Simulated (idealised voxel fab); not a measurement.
The following process module bears the name voxel air gaps.
Cross-section cut spans 260 nm and uses square cells 5 nm in size.
We lay out every cross-section as a grid of square cells and spell it out in bands from the top down, where one band means one or more rows of cells.
Top, bottom (nm), then materials left to right with widths (nm); lone material tagged "everywhere" fills the whole band edge to edge; "air" = empty space.
We count height from 0. Below that, the starting wafer is all one material. The lowest band never ends at the bottom but goes on down; see "0 down" for how that is written.
It should be noted that a width expressed as "30..40" varies in equal increments from row to row of cells within the band, taking the value of the first number at the top row and that of the second number at the bottom row.
Where the words "nothing changed" appear for a step, the cross-section shows no cell changed by that step; every cell remained as before.
"Enclosed void listing" enumerates empty spaces isolated from the top, with no open way to it, that contain at least 8 cells, giving each as width x height at distance from the left edge, all three in nm.
Where a step's line continues beyond its settings, the continuation is a remark by the simulator itself on that step.
The "overlay nm" setting may appear on a step's line; for a step that uses a mask, it gives how far to the right of its planned position the mask lay, and a negative value indicates the left.
Planned step list for the process
1,RECEIVE, material Si
2,CONFORMAL_DEP, material SiO2, thk nm 10
3,CONFORMAL_DEP, material SiCN, thk nm 5
4,DIRECTIONAL_DEP, material lowk, thk nm 40
5,DIRECTIONAL_DEP, material aC, thk nm 15
6,PATTERN, tone open, mask id LINES, material resist, width nm 25, pitch nm 50, thk nm 35, overlay nm 0
7,DIRECTIONAL_ETCH, etch materials aC, depth nm 15
8,STRIP, etch materials resist
9,DIRECTIONAL_ETCH, etch materials lowk, depth nm 40
10,STRIP, etch materials aC
11,CONFORMAL_DEP, material TiN, thk nm 5
12,FILL_DEP, material W, thk nm 5
13,CMP, height nm 55
14,EPI, material Ru, thk nm 10
15,SELECTIVE_ETCH, etch materials lowk, depth nm 50
16,CONFORMAL_DEP, material SiCN, thk nm 5
The first wafer of two, processed as planned
Wafer cross-section on receipt, i.e. after step 1
- 0 down = Si everywhere
- Enclosed void listing: none
Upon completion of step 2, the wafer appears in cross-section as shown
- 10 to 0 = SiO2 everywhere
- Everything below 0 is unchanged.
Upon completion of step 3, the wafer appears in cross-section as shown
- 15 to 10 = SiCN everywhere
- Everything below 10 is unchanged.
Upon completion of step 4, the wafer appears in cross-section as shown
- 55 to 15 = lowk everywhere
- Everything below 15 is unchanged.
Upon completion of step 5, the wafer appears in cross-section as shown
- 70 to 55 = aC everywhere
- Everything below 55 is unchanged.
Upon completion of step 6, the wafer appears in cross-section as shown
- 105 to 70 = 40 nm resist | 25 nm air | 25 nm resist | 25 nm air | 25 nm resist | 25 nm air | 25 nm resist | 25 nm air | 45 nm resist
- Everything below 70 is unchanged.
Upon completion of step 7, the wafer appears in cross-section as shown
- 90 to 70 = 40 nm resist | 25 nm air | 25 nm resist | 25 nm air | 25 nm resist | 25 nm air | 25 nm resist | 25 nm air | 45 nm resist
- 70 to 55 = 40 nm aC | 25 nm air | 25 nm aC | 25 nm air | 25 nm aC | 25 nm air | 25 nm aC | 25 nm air | 45 nm aC
- Everything below 55 is unchanged.
Upon completion of step 8, the wafer appears in cross-section as shown
- 70 to 55 = 40 nm aC | 25 nm air | 25 nm aC | 25 nm air | 25 nm aC | 25 nm air | 25 nm aC | 25 nm air | 45 nm aC
- Everything below 55 is unchanged.
Upon completion of step 9, the wafer appears in cross-section as shown
- 70 to 55 = 40 nm aC | 25 nm air | 25 nm aC | 25 nm air | 25 nm aC | 25 nm air | 25 nm aC | 25 nm air | 45 nm aC
- 55 to 15 = 40 nm lowk | 25 nm air | 25 nm lowk | 25 nm air | 25 nm lowk | 25 nm air | 25 nm lowk | 25 nm air | 45 nm lowk
- Everything below 15 is unchanged.
Upon completion of step 10, the wafer appears in cross-section as shown
- 55 to 15 = 40 nm lowk | 25 nm air | 25 nm lowk | 25 nm air | 25 nm lowk | 25 nm air | 25 nm lowk | 25 nm air | 45 nm lowk
- Everything below 15 is unchanged.
Upon completion of step 11, the wafer appears in cross-section as shown
- 60 to 55 = 45 nm TiN | 15 nm air | 35 nm TiN | 15 nm air | 35 nm TiN | 15 nm air | 35 nm TiN | 15 nm air | 50 nm TiN
- 55 to 20 = 40 nm lowk | 5 nm TiN | 15 nm air | 5 nm TiN | 25 nm lowk | 5 nm TiN | 15 nm air | 5 nm TiN | 25 nm lowk | 5 nm TiN | 15 nm air | 5 nm TiN | 25 nm lowk | 5 nm TiN | 15 nm air | 5 nm TiN | 45 nm lowk
- 20 to 15 = 40 nm lowk | 25 nm TiN | 25 nm lowk | 25 nm TiN | 25 nm lowk | 25 nm TiN | 25 nm lowk | 25 nm TiN | 45 nm lowk
- Everything below 15 is unchanged.
Upon completion of step 12, the wafer appears in cross-section as shown
- 65 to 60 = W everywhere
- 60 to 55 = 45 nm TiN | 15 nm W | 35 nm TiN | 15 nm W | 35 nm TiN | 15 nm W | 35 nm TiN | 15 nm W | 50 nm TiN
- 55 to 20 = 40 nm lowk | 5 nm TiN | 15 nm W | 5 nm TiN | 25 nm lowk | 5 nm TiN | 15 nm W | 5 nm TiN | 25 nm lowk | 5 nm TiN | 15 nm W | 5 nm TiN | 25 nm lowk | 5 nm TiN | 15 nm W | 5 nm TiN | 45 nm lowk
- Everything below 20 is unchanged.
Upon completion of step 13, the wafer appears in cross-section as shown
- 55 to 20 = 40 nm lowk | 5 nm TiN | 15 nm W | 5 nm TiN | 25 nm lowk | 5 nm TiN | 15 nm W | 5 nm TiN | 25 nm lowk | 5 nm TiN | 15 nm W | 5 nm TiN | 25 nm lowk | 5 nm TiN | 15 nm W | 5 nm TiN | 45 nm lowk
- Everything below 20 is unchanged.
Upon completion of step 14, the wafer appears in cross-section as shown
- 65 to 55 = 30 nm air | 45 nm Ru | 5 nm air | 45 nm Ru | 5 nm air | 45 nm Ru | 5 nm air | 45 nm Ru | 35 nm air
- Everything below 55 is unchanged.
Upon completion of step 15, the wafer appears in cross-section as shown
- 65 to 55 = 30 nm air | 45 nm Ru | 5 nm air | 45 nm Ru | 5 nm air | 45 nm Ru | 5 nm air | 45 nm Ru | 35 nm air
- 55 to 20 = 40 nm air | 5 nm TiN | 15 nm W | 5 nm TiN | 25 nm air | 5 nm TiN | 15 nm W | 5 nm TiN | 25 nm air | 5 nm TiN | 15 nm W | 5 nm TiN | 25 nm air | 5 nm TiN | 15 nm W | 5 nm TiN | 45 nm air
- 20 to 15 = 40 nm air | 25 nm TiN | 25 nm air | 25 nm TiN | 25 nm air | 25 nm TiN | 25 nm air | 25 nm TiN | 45 nm air
- Everything below 15 is unchanged.
Upon completion of step 16, the wafer appears in cross-section as shown
- 70 to 65 = 25 nm air | 205 nm SiCN | 30 nm air
- 65 to 55 = 25 nm air | 5 nm SiCN | 45 nm Ru | 5 nm SiCN | 45 nm Ru | 5 nm SiCN | 45 nm Ru | 5 nm SiCN | 45 nm Ru | 5 nm SiCN | 30 nm air
- 55 to 50 = 25 nm air | 15 nm SiCN | 5 nm TiN | 15 nm W | 5 nm TiN | 25 nm SiCN | 5 nm TiN | 15 nm W | 5 nm TiN | 25 nm SiCN | 5 nm TiN | 15 nm W | 5 nm TiN | 25 nm SiCN | 5 nm TiN | 15 nm W | 5 nm TiN | 15 nm SiCN | 30 nm air
- 50 to 20 = 35 nm air | 5 nm SiCN | 5 nm TiN | 15 nm W | 5 nm TiN | 5 nm SiCN | 15 nm air | 5 nm SiCN | 5 nm TiN | 15 nm W | 5 nm TiN | 5 nm SiCN | 15 nm air | 5 nm SiCN | 5 nm TiN | 15 nm W | 5 nm TiN | 5 nm SiCN | 15 nm air | 5 nm SiCN | 5 nm TiN | 15 nm W | 5 nm TiN | 5 nm SiCN | 40 nm air
- 20 to 15 = 40 nm SiCN | 25 nm TiN | 25 nm SiCN | 25 nm TiN | 25 nm SiCN | 25 nm TiN | 25 nm SiCN | 25 nm TiN | 45 nm SiCN
- Everything below 15 is unchanged.
- Enclosed void listing: 15 x 30 at 70; 15 x 30 at 120; 15 x 30 at 170
Wafer two. Same start, same plan, one slip in execution. Same as wafer one through step 5, inclusive
Cross-section of the second wafer at the time by which step 6 should have been completed according to the plan
- 105 to 70 = 40 nm air | 25 nm resist | 25 nm air | 25 nm resist | 25 nm air | 25 nm resist | 25 nm air | 25 nm resist | 45 nm air
- Everything below 70 is unchanged.
Cross-section of the second wafer at the time by which step 7 should have been completed according to the plan
- 90 to 70 = 40 nm air | 25 nm resist | 25 nm air | 25 nm resist | 25 nm air | 25 nm resist | 25 nm air | 25 nm resist | 45 nm air
- 70 to 55 = 40 nm air | 25 nm aC | 25 nm air | 25 nm aC | 25 nm air | 25 nm aC | 25 nm air | 25 nm aC | 45 nm air
- Everything below 55 is unchanged.
Cross-section of the second wafer at the time by which step 8 should have been completed according to the plan
- 70 to 55 = 40 nm air | 25 nm aC | 25 nm air | 25 nm aC | 25 nm air | 25 nm aC | 25 nm air | 25 nm aC | 45 nm air
- Everything below 55 is unchanged.
Cross-section of the second wafer at the time by which step 9 should have been completed according to the plan
- 70 to 55 = 40 nm air | 25 nm aC | 25 nm air | 25 nm aC | 25 nm air | 25 nm aC | 25 nm air | 25 nm aC | 45 nm air
- 55 to 15 = 40 nm air | 25 nm lowk | 25 nm air | 25 nm lowk | 25 nm air | 25 nm lowk | 25 nm air | 25 nm lowk | 45 nm air
- Everything below 15 is unchanged.
Cross-section of the second wafer at the time by which step 10 should have been completed according to the plan
- 55 to 15 = 40 nm air | 25 nm lowk | 25 nm air | 25 nm lowk | 25 nm air | 25 nm lowk | 25 nm air | 25 nm lowk | 45 nm air
- Everything below 15 is unchanged.
Cross-section of the second wafer at the time by which step 11 should have been completed according to the plan
- 60 to 55 = 35 nm air | 35 nm TiN | 15 nm air | 35 nm TiN | 15 nm air | 35 nm TiN | 15 nm air | 35 nm TiN | 40 nm air
- 55 to 20 = 35 nm air | 5 nm TiN | 25 nm lowk | 5 nm TiN | 15 nm air | 5 nm TiN | 25 nm lowk | 5 nm TiN | 15 nm air | 5 nm TiN | 25 nm lowk | 5 nm TiN | 15 nm air | 5 nm TiN | 25 nm lowk | 5 nm TiN | 40 nm air
- 20 to 15 = 40 nm TiN | 25 nm lowk | 25 nm TiN | 25 nm lowk | 25 nm TiN | 25 nm lowk | 25 nm TiN | 25 nm lowk | 45 nm TiN
- Everything below 15 is unchanged.
Cross-section of the second wafer at the time by which step 12 should have been completed according to the plan
- 65 to 60 = W everywhere
- 60 to 55 = 35 nm W | 35 nm TiN | 15 nm W | 35 nm TiN | 15 nm W | 35 nm TiN | 15 nm W | 35 nm TiN | 40 nm W
- 55 to 20 = 35 nm W | 5 nm TiN | 25 nm lowk | 5 nm TiN | 15 nm W | 5 nm TiN | 25 nm lowk | 5 nm TiN | 15 nm W | 5 nm TiN | 25 nm lowk | 5 nm TiN | 15 nm W | 5 nm TiN | 25 nm lowk | 5 nm TiN | 40 nm W
- Everything below 20 is unchanged.
Cross-section of the second wafer at the time by which step 13 should have been completed according to the plan
- 55 to 20 = 35 nm W | 5 nm TiN | 25 nm lowk | 5 nm TiN | 15 nm W | 5 nm TiN | 25 nm lowk | 5 nm TiN | 15 nm W | 5 nm TiN | 25 nm lowk | 5 nm TiN | 15 nm W | 5 nm TiN | 25 nm lowk | 5 nm TiN | 40 nm W
- Everything below 20 is unchanged.
Cross-section of the second wafer at the time by which step 14 should have been completed according to the plan
- 65 to 55 = 50 nm Ru | 5 nm air | 45 nm Ru | 5 nm air | 45 nm Ru | 5 nm air | 45 nm Ru | 5 nm air | 55 nm Ru
- Everything below 55 is unchanged.
Cross-section of the second wafer at the time by which step 15 should have been completed according to the plan
- 65 to 55 = 50 nm Ru | 5 nm air | 45 nm Ru | 5 nm air | 45 nm Ru | 5 nm air | 45 nm Ru | 5 nm air | 55 nm Ru
- 55 to 20 = 35 nm W | 5 nm TiN | 25 nm air | 5 nm TiN | 15 nm W | 5 nm TiN | 25 nm air | 5 nm TiN | 15 nm W | 5 nm TiN | 25 nm air | 5 nm TiN | 15 nm W | 5 nm TiN | 25 nm air | 5 nm TiN | 40 nm W
- 20 to 15 = 40 nm TiN | 25 nm air | 25 nm TiN | 25 nm air | 25 nm TiN | 25 nm air | 25 nm TiN | 25 nm air | 45 nm TiN
- Everything below 15 is unchanged.
Cross-section of the second wafer at the time by which step 16 should have been completed according to the plan
- 70 to 65 = SiCN everywhere
- 65 to 55 = 50 nm Ru | 5 nm SiCN | 45 nm Ru | 5 nm SiCN | 45 nm Ru | 5 nm SiCN | 45 nm Ru | 5 nm SiCN | 55 nm Ru
- 55 to 50 = 35 nm W | 5 nm TiN | 25 nm SiCN | 5 nm TiN | 15 nm W | 5 nm TiN | 25 nm SiCN | 5 nm TiN | 15 nm W | 5 nm TiN | 25 nm SiCN | 5 nm TiN | 15 nm W | 5 nm TiN | 25 nm SiCN | 5 nm TiN | 40 nm W
- 50 to 20 = 35 nm W | 5 nm TiN | 5 nm SiCN | 15 nm air | 5 nm SiCN | 5 nm TiN | 15 nm W | 5 nm TiN | 5 nm SiCN | 15 nm air | 5 nm SiCN | 5 nm TiN | 15 nm W | 5 nm TiN | 5 nm SiCN | 15 nm air | 5 nm SiCN | 5 nm TiN | 15 nm W | 5 nm TiN | 5 nm SiCN | 15 nm air | 5 nm SiCN | 5 nm TiN | 40 nm W
- 20 to 15 = 40 nm TiN | 25 nm SiCN | 25 nm TiN | 25 nm SiCN | 25 nm TiN | 25 nm SiCN | 25 nm TiN | 25 nm SiCN | 45 nm TiN
- Everything below 15 is unchanged.
- Enclosed void listing: 15 x 30 at 45; 15 x 30 at 95; 15 x 30 at 145; 15 x 30 at 195
Want to know what went wrong? step 6 was processed under conditions differing from the plan, specifically as PATTERN, tone cover, mask id LINES, material resist, width nm 25, pitch nm 50, thk nm 35, overlay nm 0
The final cell counts differ between the wafers, with the second having more or fewer of some materials than the first: Ru: 24 more; SiCN: 4 fewer; TiN: 12 more; W: 84 more
Long story short, the first wafer ends with 3 closed voids and the second one with 4.
